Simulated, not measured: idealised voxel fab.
voxel spacer lines: a process module
The width of the displayed cross-section, cut, is 250 nm; its cells are square, with a size of 5 nm.
Reading order for cross-sections: top band down to bottom band. Underlying form: a grid of square cells. Band size: one or more rows of cells. First you get the band's top height and its bottom height, in nm, and then the materials it's made of, left to right, with each width in nm. If you see a single material with "everywhere", that one covers the band edge to edge. "empty" is empty space. For the purposes of this specification, 0 denotes the height below which the wafer in its as-received condition is composed wholly of one material, and the lowermost band, lacking a lower limit, extends downward without end, as expressed in "top 0, no bottom". When a width is written as two numbers, as in "30->40", the first number is the width in the top row of cells of the band and the second is the width in its bottom row, and the width changes by the same amount from each row to the next. Take "no change occurred" at face value: in the step it is given for, the cross-section changed in none of its cells. "Enclosed empty spaces" contains a list of empty spaces, each no smaller than 8 cells and without an open way to the top, written in the form width x height at distance with the distance from the left edge and all three in nm. Formally, on a step line, whatever follows the settings is a remark that the simulator itself makes on the step. For masked steps, "overlay nm" on the step line gives how far right of plan the mask actually lay; a minus sign means it lay to the left.

### The planned process steps are enumerated hereunder
- 1: RECEIVE [material Si]
- 2: CONFORMAL_DEP [material Al2O3] [thk nm 5]
- 3: DIRECTIONAL_DEP [material W] [thk nm 10]
- 4: DIRECTIONAL_DEP [material polySi] [thk nm 20]
- 5: PATTERN [tone cover] [mask id MANDREL] [material resist] [width nm 20] [pitch nm 60] [thk nm 25] [overlay nm 0]
- 6: DIRECTIONAL_ETCH [etch materials polySi] [depth nm 20]
- 7: STRIP [etch materials resist]
- 8: CONFORMAL_DEP [material SiO2] [thk nm 10]
- 9: DIRECTIONAL_ETCH [etch materials SiO2] [depth nm 10]
- 10: STRIP [etch materials polySi]
- 11: DIRECTIONAL_ETCH [etch materials W] [depth nm 10]
- 12: STRIP [etch materials SiO2]

### The first of the two wafers, which ran as planned

### As received (post step 1): cross-section
* top 0, no bottom = Si everywhere
* Enclosed empty spaces: none

### Step 2 complete: cross-section through the wafer
* top 5, bottom 0 = Al2O3 everywhere
* Rest of section, below 0: as before.

### Step 3 complete: cross-section through the wafer
* top 15, bottom 5 = W everywhere
* Rest of section, below 5: as before.

### Step 4 complete: cross-section through the wafer
* top 35, bottom 15 = polySi everywhere
* Rest of section, below 15: as before.

### Step 5 complete: cross-section through the wafer
* top 60, bottom 35 = 85 nm empty  20 nm resist  40 nm empty  20 nm resist  85 nm empty
* Rest of section, below 35: as before.

### Step 6 complete: cross-section through the wafer
* top 60, bottom 35 = 85 nm empty  20 nm resist  40 nm empty  20 nm resist  85 nm empty
* top 35, bottom 15 = 85 nm empty  20 nm polySi  40 nm empty  20 nm polySi  85 nm empty
* Rest of section, below 15: as before.

### Step 7 complete: cross-section through the wafer
* top 35, bottom 15 = 85 nm empty  20 nm polySi  40 nm empty  20 nm polySi  85 nm empty
* Rest of section, below 15: as before.

### Step 8 complete: cross-section through the wafer
* top 45, bottom 35 = 75 nm empty  40 nm SiO2  20 nm empty  40 nm SiO2  75 nm empty
* top 35, bottom 25 = 75 nm empty  10 nm SiO2  20 nm polySi  10 nm SiO2  20 nm empty  10 nm SiO2  20 nm polySi  10 nm SiO2  75 nm empty
* top 25, bottom 15 = 85 nm SiO2  20 nm polySi  40 nm SiO2  20 nm polySi  85 nm SiO2
* Rest of section, below 15: as before.

### Step 9 complete: cross-section through the wafer
* top 35, bottom 15 = 75 nm empty  10 nm SiO2  20 nm polySi  10 nm SiO2  20 nm empty  10 nm SiO2  20 nm polySi  10 nm SiO2  75 nm empty
* Rest of section, below 15: as before.

### Step 10 complete: cross-section through the wafer
* top 35, bottom 15 = 75 nm empty  10 nm SiO2  20 nm empty  10 nm SiO2  20 nm empty  10 nm SiO2  20 nm empty  10 nm SiO2  75 nm empty
* Rest of section, below 15: as before.

### Step 11 complete: cross-section through the wafer
* top 35, bottom 15 = 75 nm empty  10 nm SiO2  20 nm empty  10 nm SiO2  20 nm empty  10 nm SiO2  20 nm empty  10 nm SiO2  75 nm empty
* top 15, bottom 5 = 75 nm empty  10 nm W  20 nm empty  10 nm W  20 nm empty  10 nm W  20 nm empty  10 nm W  75 nm empty
* Rest of section, below 5: as before.

### Step 12 complete: cross-section through the wafer
* top 15, bottom 5 = 75 nm empty  10 nm W  20 nm empty  10 nm W  20 nm empty  10 nm W  20 nm empty  10 nm W  75 nm empty
* Rest of section, below 5: as before.

### It is to be noted that the second wafer proceeded from the same initial state and according to the same plan as the first, although one mistake was committed in its execution; through step 1, inclusive, the two wafers share an identical history

Second wafer, sectioned view, at step 2's planned end time: no change occurred

### Second wafer, sectioned view, at step 3's planned end time
* top 10, bottom 0 = W everywhere
* Rest of section, below 0: as before.

### Second wafer, sectioned view, at step 4's planned end time
* top 30, bottom 10 = polySi everywhere
* Rest of section, below 10: as before.

### Second wafer, sectioned view, at step 5's planned end time
* top 55, bottom 30 = 85 nm empty  20 nm resist  40 nm empty  20 nm resist  85 nm empty
* Rest of section, below 30: as before.

### Second wafer, sectioned view, at step 6's planned end time
* top 55, bottom 30 = 85 nm empty  20 nm resist  40 nm empty  20 nm resist  85 nm empty
* top 30, bottom 10 = 85 nm empty  20 nm polySi  40 nm empty  20 nm polySi  85 nm empty
* Rest of section, below 10: as before.

### Second wafer, sectioned view, at step 7's planned end time
* top 30, bottom 10 = 85 nm empty  20 nm polySi  40 nm empty  20 nm polySi  85 nm empty
* Rest of section, below 10: as before.

### Second wafer, sectioned view, at step 8's planned end time
* top 40, bottom 30 = 75 nm empty  40 nm SiO2  20 nm empty  40 nm SiO2  75 nm empty
* top 30, bottom 20 = 75 nm empty  10 nm SiO2  20 nm polySi  10 nm SiO2  20 nm empty  10 nm SiO2  20 nm polySi  10 nm SiO2  75 nm empty
* top 20, bottom 10 = 85 nm SiO2  20 nm polySi  40 nm SiO2  20 nm polySi  85 nm SiO2
* Rest of section, below 10: as before.

### Second wafer, sectioned view, at step 9's planned end time
* top 30, bottom 10 = 75 nm empty  10 nm SiO2  20 nm polySi  10 nm SiO2  20 nm empty  10 nm SiO2  20 nm polySi  10 nm SiO2  75 nm empty
* Rest of section, below 10: as before.

### Second wafer, sectioned view, at step 10's planned end time
* top 30, bottom 10 = 75 nm empty  10 nm SiO2  20 nm empty  10 nm SiO2  20 nm empty  10 nm SiO2  20 nm empty  10 nm SiO2  75 nm empty
* Rest of section, below 10: as before.

### Second wafer, sectioned view, at step 11's planned end time
* top 30, bottom 10 = 75 nm empty  10 nm SiO2  20 nm empty  10 nm SiO2  20 nm empty  10 nm SiO2  20 nm empty  10 nm SiO2  75 nm empty
* top 10, bottom 0 = 75 nm empty  10 nm W  20 nm empty  10 nm W  20 nm empty  10 nm W  20 nm empty  10 nm W  75 nm empty
* Rest of section, below 0: as before.

### Second wafer, sectioned view, at step 12's planned end time
* top 10, bottom 0 = 75 nm empty  10 nm W  20 nm empty  10 nm W  20 nm empty  10 nm W  20 nm empty  10 nm W  75 nm empty
* Rest of section, below 0: as before.
Processing error: execution of step 2 of the plan did not take place, the step having been omitted
Looking at both finished wafers in cells, the second ends up ahead of or behind the first on some materials: Al2O3 -50
